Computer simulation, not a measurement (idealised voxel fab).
process module | voxel ribs on slabs
cross-section cut | 185 nm wide | cells 5 nm
A cross-section is a grid of square cells, given in bands from the top down. A band is one or more rows of cells.
Each band's line starts with the height of the band's top and of its bottom, in nm. Then come its materials from left to right, each with its width in nm. One material with "throughout" fills the band from edge to edge. "air" is empty space.
Height 0 is the level under which the wafer as received is all one material. The lowest band goes on downwards, as in "0 down".
A width such as "30 to 40" changes by the same amount from each row of cells to the next, from the band's top row to its bottom row.
"no change" after a step means that no cell of the cross-section changed.
closed voids: empty space of 8 cells or more with no open way to the top, each as width x height at its distance from the left edge, in nm
after a step's settings: what the simulator itself notes on the step
overlay nm, on a step with a mask: how far to the right of its planned place the mask lay; to the left if negative
plan
1 op RECEIVE | material Si
2 op DIRECTIONAL_DEP | material SiO2 | thk nm 25
3 op DIRECTIONAL_DEP | material polySi | thk nm 15
4 op PATTERN | tone cover | mask id RIB | material resist | width nm 15 | thk nm 20 | overlay nm 0
5 op DIRECTIONAL_ETCH | etch materials polySi | depth nm 5
6 op STRIP | etch materials resist
7 op PATTERN | tone cover | mask id SLAB | material resist | width nm 55 | thk nm 20 | overlay nm 0
8 op DIRECTIONAL_ETCH | etch materials polySi | depth nm 10
9 op STRIP | etch materials resist
10 op FILL_DEP | material SiO2 | thk nm 20
11 op CMP | height nm 50
12 op DIRECTIONAL_DEP | material TiN | thk nm 5
13 op PATTERN | tone cover | mask id HEATER | material resist | width nm 25 | thk nm 20 | overlay nm 0
14 op DIRECTIONAL_ETCH | etch materials TiN | depth nm 5
15 op STRIP | etch materials resist
16 op CONFORMAL_DEP | material SiO2 | thk nm 5
first wafer, as planned
as received, after step 1
  0 down: Si throughout
  closed voids: none
after step 2
  25 to 0: SiO2 throughout
  below 0: unchanged
after step 3
  40 to 25: polySi throughout
  below 25: unchanged
after step 4
  60 to 40: air 85 | resist 15 | air 85
  below 40: unchanged
after step 5
  60 to 40: air 85 | resist 15 | air 85
  40 to 35: air 85 | polySi 15 | air 85
  below 35: unchanged
after step 6
  40 to 35: air 85 | polySi 15 | air 85
  below 35: unchanged
after step 7
  60 to 40: air 65 | resist 55 | air 65
  40 to 35: air 65 | resist 20 | polySi 15 | resist 20 | air 65
  below 35: unchanged
after step 8
  60 to 40: air 65 | resist 55 | air 65
  40 to 35: air 65 | resist 20 | polySi 15 | resist 20 | air 65
  35 to 25: air 65 | polySi 55 | air 65
  below 25: unchanged
after step 9
  40 to 35: air 85 | polySi 15 | air 85
  below 35: unchanged
after step 10
  60 to 40: SiO2 throughout
  40 to 35: SiO2 85 | polySi 15 | SiO2 85
  35 to 25: SiO2 65 | polySi 55 | SiO2 65
  below 25: unchanged
after step 11
  50 to 40: SiO2 throughout
  below 40: unchanged
after step 12
  55 to 50: TiN throughout
  below 50: unchanged
after step 13
  75 to 55: air 80 | resist 25 | air 80
  below 55: unchanged
after step 14
  75 to 55: air 80 | resist 25 | air 80
  55 to 50: air 80 | TiN 25 | air 80
  below 50: unchanged
after step 15
  55 to 50: air 80 | TiN 25 | air 80
  below 50: unchanged
after step 16
  60 to 55: air 75 | SiO2 35 | air 75
  55 to 50: SiO2 80 | TiN 25 | SiO2 80
  below 50: unchanged
second wafer: like start, like plan, one mistake. Through step 3 it matches the first wafer
when step 4 should have ended
  60 to 40: resist 85 | air 15 | resist 85
  below 40: unchanged
when step 5 should have ended
  60 to 40: resist 85 | air 15 | resist 85
  40 to 35: polySi 85 | air 15 | polySi 85
  below 35: unchanged
when step 6 should have ended
  40 to 35: polySi 85 | air 15 | polySi 85
  below 35: unchanged
when step 7 should have ended
  60 to 40: air 65 | resist 55 | air 65
  40 to 35: polySi 85 | resist 15 | polySi 85
  below 35: unchanged
when step 8 should have ended
  60 to 40: air 65 | resist 55 | air 65
  40 to 35: air 65 | polySi 20 | resist 15 | polySi 20 | air 65
  35 to 30: air 65 | polySi 55 | air 65
  below 30: unchanged
when step 9 should have ended
  40 to 35: air 65 | polySi 20 | air 15 | polySi 20 | air 65
  below 35: unchanged
when step 10 should have ended
  60 to 40: SiO2 throughout
  40 to 35: SiO2 65 | polySi 20 | SiO2 15 | polySi 20 | SiO2 65
  35 to 30: SiO2 65 | polySi 55 | SiO2 65
  below 30: unchanged
when step 11 should have ended
  50 to 40: SiO2 throughout
  below 40: unchanged
when step 12 should have ended
  55 to 50: TiN throughout
  below 50: unchanged
when step 13 should have ended
  75 to 55: air 80 | resist 25 | air 80
  below 55: unchanged
when step 14 should have ended
  75 to 55: air 80 | resist 25 | air 80
  55 to 50: air 80 | TiN 25 | air 80
  below 50: unchanged
when step 15 should have ended
  55 to 50: air 80 | TiN 25 | air 80
  below 50: unchanged
when step 16 should have ended
  60 to 55: air 75 | SiO2 35 | air 75
  55 to 50: SiO2 80 | TiN 25 | SiO2 80
  below 50: unchanged
what went wrong: step 4 ran as: op PATTERN | tone open | mask id RIB | material resist | width nm 15 | thk nm 20 | overlay nm 0
at the end the second wafer has, in cells: 31 fewer of SiO2 | 31 more of polySi
